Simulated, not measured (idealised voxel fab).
Process module, titled voxel released beams
Pictured: cross-section cut, 225 nm wide, on a grid of 5 nm square cells.
Each cross-section below is a grid of square cells, stated as bands in top-down order, with one or more rows of cells making up each band. Read a band's entry like this: the first values are the height of its top and the height of its bottom in nm, and what follows is the sequence of materials from left to right, each with its width in nm. Note that "air" is empty space, and that a single material marked "throughout" reaches across the band from edge to edge. The reference from which all heights are counted is 0, the level beneath which the as-received wafer is entirely one material; the lowest band, having no lower bound, proceeds downward and is written after the example "0..down". When a width is written as two numbers, as in "30 to 40", the first number is the width in the top row of cells of the band and the second is the width in its bottom row, and the width changes by the same amount from each row to the next. Where the words "no alteration" appear for a step, the cross-section shows no cell changed by that step; every cell remained as before. Entry "Unvented voids" = empty spaces >= 8 cells with no open way to the top; each as width x height at distance, distance from left edge, all nm. Text after the settings on a step's line: the simulator's own remark on that step. overlay nm: right-of-plan distance of the mask on a masked step; negative values mean left-of-plan.
## Process steps (planned)
- 1: RECEIVE: material Si
- 2: CONFORMAL_DEP: material Al2O3, thk nm 10
- 3: DIRECTIONAL_DEP: material SiO2, thk nm 20
- 4: DIRECTIONAL_DEP: material aC, thk nm 15
- 5: PATTERN: tone open, mask id ANCHOR, material resist, width nm 45, thk nm 35, overlay nm 0
- 6: DIRECTIONAL_ETCH: etch materials aC, depth nm 15
- 7: STRIP: etch materials resist
- 8: DIRECTIONAL_ETCH: etch materials SiO2, depth nm 20
- 9: STRIP: etch materials aC
- 10: CONFORMAL_DEP: material polySi, thk nm 15
- 11: PATTERN: tone cover, mask id BEAM, material resist, width nm 120, thk nm 20, overlay nm 0
- 12: DIRECTIONAL_ETCH: etch materials polySi, depth nm 15
- 13: STRIP: etch materials resist
- 14: STRIP: etch materials SiO2
## Incoming wafer in cross-section (state: after step 1)
- 0..down: Si throughout
- Unvented voids: none
## First of two wafers: cross-section at end of module, run per plan
- 45..30: 50 air  20 polySi  15 air  85 polySi  55 air
- 30..25: 55 air  15 polySi  15 air  15 polySi  125 air
- 25..10: 55 air  45 polySi  125 air
- 10..0: Al2O3 throughout
- 0..down: Si throughout
- Unvented voids: none
## The second wafer, shown in cross-section after the module: started the same way as the first and given the same plan, yet one mistake crept into how it was run
- 60..45: 50 air  120 polySi  55 air
- 45..30: polySi throughout
- 30..10: 55 SiO2  45 polySi  125 SiO2
- 10..0: Al2O3 throughout
- 0..down: Si throughout
- Unvented voids: none
So what did we get wrong on this run? step 10, plan: ran twice
Cell-count delta at end, second wafer over first, by material: 144 more of SiO2, 147 more of polySi
